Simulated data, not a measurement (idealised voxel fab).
This section sets out a process module, namely voxel spacer lines.
300 nm wide, 5 nm square cells: that's cross-section cut.
Each cross-section below is a grid of square cells, stated as bands in top-down order, with one or more rows of cells making up each band.
Per band: top height and bottom height in nm, followed by the left-to-right materials and their widths in nm; "everywhere" marks a single material spanning edge to edge, "empty" marks empty space.
All heights in this document are referenced to 0, defined as the level beneath which the wafer, as received, consists entirely of one material. The lowest band is not bounded below; it extends indefinitely downward and is written in the form "z 0 and below".
A two-number width, for instance "30 to 40", indicates that the width is equal to the first number in the top row of the band and to the second number in the bottom row, and that it changes by a constant amount per row of cells.
Step marked "no modifications"? Then no cell in the cross-section changed in it.
"Fully sealed voids" - sealed voids, min. 8 cells, no opening to top; format: width x height at distance (distance from left edge; nm throughout).
after a step's settings: what the simulator itself notes on the step
overlay nm: step with mask; distance mask lay right of planned place; negative value = left of planned place.
### This section lists the process steps that were planned
step 1: RECEIVE | material Si
step 2: CONFORMAL_DEP | material Al2O3 | thk nm 5
step 3: DIRECTIONAL_DEP | material polySi | thk nm 20
step 4: DIRECTIONAL_DEP | material aC | thk nm 20
step 5: PATTERN | tone cover | mask id MANDREL | material resist | width nm 25 | pitch nm 80 | thk nm 25 | overlay nm 0
step 6: DIRECTIONAL_ETCH | etch materials aC | depth nm 20
step 7: STRIP | etch materials resist
step 8: CONFORMAL_DEP | material SiN | thk nm 15
step 9: DIRECTIONAL_ETCH | etch materials SiN | depth nm 15
step 10: STRIP | etch materials aC
step 11: DIRECTIONAL_ETCH | etch materials polySi | depth nm 20
step 12: STRIP | etch materials SiN
step 13: FILL_DEP | material SiO2 | thk nm 5
step 14: CMP | height nm 25
### Cross-section of the wafer as it came to us, i.e., already through step 1
	z 0 and below  Si everywhere
	Fully sealed voids: none
### Module complete, cross-section. Starting point and plan per above. One mistake made in running the module
	z 25 to 5  SiO2: 85 / polySi: 15 / SiO2: 25 / polySi: 15 / SiO2: 25 / polySi: 15 / SiO2: 25 / polySi: 15 / SiO2: 80
	z 5 to 0  Al2O3 everywhere
	z 0 and below  Si everywhere
	Fully sealed voids: none
Plan not followed: step 5 went in with a setting other than planned; the actual run was PATTERN | tone cover | mask id MANDREL | material resist | width nm 25 | pitch nm 80 | thk nm 25 | overlay nm 5
